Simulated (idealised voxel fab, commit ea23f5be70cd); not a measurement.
process module | voxel capacitor over wiring
cross-section cut | 280 nm wide | cells 5 nm
A cross-section is a grid of square cells, given in bands from the top down. A band is one or more rows of cells.
Each band's line starts with the height of the band's top and of its bottom, in nm. Then come its materials from left to right, each with its width in nm. One material with "throughout" fills the band from edge to edge. "air" is empty space.
Height 0 is the level under which the wafer as received is all one material. The lowest band goes on downwards, as in "0 down".
A width such as "30 to 40" changes by the same amount from each row of cells to the next, from the band's top row to its bottom row.
"no change" after a step means that no cell of the cross-section changed.
closed voids: empty space of 8 cells or more with no open way to the top, each as width x height at its distance from the left edge, in nm
after a step's settings: what the simulator itself notes on the step
overlay nm, on a step with a mask: how far to the right of its planned place the mask lay; to the left if negative
plan
1 op RECEIVE | material Si
2 op CONFORMAL_DEP | material SiO2 | thk nm 10
3 op CONFORMAL_DEP | material SiN | thk nm 5
4 op DIRECTIONAL_DEP | material lowk | thk nm 20
5 op DIRECTIONAL_DEP | material aC | thk nm 10
6 op PATTERN | tone open | mask id METAL_1 | material resist | width nm 30 | pitch nm 80 | thk nm 25 | overlay nm 0
7 op DIRECTIONAL_ETCH | etch materials aC | depth nm 10
8 op STRIP | etch materials resist
9 op DIRECTIONAL_ETCH | etch materials lowk | depth nm 20
10 op DIRECTIONAL_ETCH | etch materials SiN | depth nm 5
11 op STRIP | etch materials aC
12 op CONFORMAL_DEP | material TiN | thk nm 5
13 op FILL_DEP | material Ru | thk nm 10
14 op CMP | height nm 35
15 op EPI | material Ru | thk nm 5
16 op FILL_DEP | material SiCN | thk nm 5
17 op DIRECTIONAL_DEP | material SiO2 | thk nm 20
18 op PATTERN | tone open | mask id PLUG_1 | material resist | width nm 15 | thk nm 15 | overlay nm 0
19 op DIRECTIONAL_ETCH | etch materials SiO2 | depth nm 20
20 op DIRECTIONAL_ETCH | etch materials SiCN | depth nm 5
21 op STRIP | etch materials resist
22 op EPI | material Ru | thk nm 10
23 op EPI | material Ru | thk nm 10
24 op EPI | material Ru | thk nm 5
25 op DIRECTIONAL_DEP | material TiN | thk nm 5
26 op DIRECTIONAL_DEP | material Al2O3 | thk nm 5
27 op DIRECTIONAL_DEP | material TiN | thk nm 5
28 op MASKED_ETCH | tone cover | mask id UPPER_PLATE | width nm 55 | etch materials TiN | depth nm 5 | overlay nm 0
29 op MASKED_ETCH | tone cover | mask id UPPER_PLATE | width nm 55 | etch materials Al2O3 | depth nm 5 | overlay nm 0
30 op PATTERN | tone cover | mask id LOWER_PLATE | material resist | width nm 65 | thk nm 20 | overlay nm 0
31 op DIRECTIONAL_ETCH | etch materials TiN | depth nm 5
32 op STRIP | etch materials resist
33 op FILL_DEP | material SiO2 | thk nm 15
34 op CMP | height nm 90
35 op PATTERN | tone open | mask id PLUG_2 | material resist | width nm 15 | thk nm 20 | overlay nm 0
36 op DIRECTIONAL_ETCH | etch materials SiO2 | depth nm 10
37 op STRIP | etch materials resist
38 op CONFORMAL_DEP | material TiN | thk nm 5
39 op FILL_DEP | material W | thk nm 5
40 op CMP | height nm 90
41 op CONFORMAL_DEP | material SiN | thk nm 5
as received, after step 1
  0 down: Si throughout
  closed voids: none
first wafer at the end, as planned
  95 to 90: SiN throughout
  90 to 85: SiO2 110 | TiN 5 | W 5 | TiN 5 | SiO2 155
  85 to 75: SiO2 110 to 100 | TiN 15 to 55 | SiO2 155 to 125
  75 to 70: SiO2 100 | Al2O3 55 | SiO2 125
  70 to 65: SiO2 95 | TiN 65 | SiO2 120
  65 to 45: SiO2 100 | Ru 15 | SiO2 165
  45 to 40: SiCN 100 | Ru 15 | SiCN 165
  40 to 35: SiCN 80 | Ru 40 | SiCN 40 | Ru 40 | SiCN 80
  35 to 15: lowk 85 | TiN 5 | Ru 20 | TiN 5 | lowk 50 | TiN 5 | Ru 20 | TiN 5 | lowk 85
  15 to 10: SiN 85 | TiN 30 | SiN 50 | TiN 30 | SiN 85
  10 to 0: SiO2 throughout
  0 down: Si throughout
  closed voids: none
second wafer at the end: like start, like plan, one mistake
  95 to 90: SiN throughout
  90 to 85: SiO2 110 | TiN 5 | W 10 | TiN 5 | SiO2 150
  85 to 75: SiO2 110 to 100 | TiN 20 to 55 | SiO2 150 to 125
  75 to 70: SiO2 100 | Al2O3 55 | SiO2 125
  70 to 65: SiO2 95 | TiN 65 | SiO2 120
  65 to 45: SiO2 100 | Ru 15 | SiO2 165
  45 to 40: SiCN 100 | Ru 15 | SiCN 165
  40 to 35: SiCN 80 | Ru 40 | SiCN 40 | Ru 40 | SiCN 80
  35 to 15: lowk 85 | TiN 5 | Ru 20 | TiN 5 | lowk 50 | TiN 5 | Ru 20 | TiN 5 | lowk 85
  15 to 10: SiN 85 | TiN 30 | SiN 50 | TiN 30 | SiN 85
  10 to 0: SiO2 throughout
  0 down: Si throughout
  closed voids: none
what went wrong: step 35 ran as: op PATTERN | tone open | mask id PLUG_2 | material resist | width nm 20 | thk nm 20 | overlay nm 0
at the end the second wafer has, in cells: 2 fewer of SiO2 | 1 more of TiN | 1 more of W
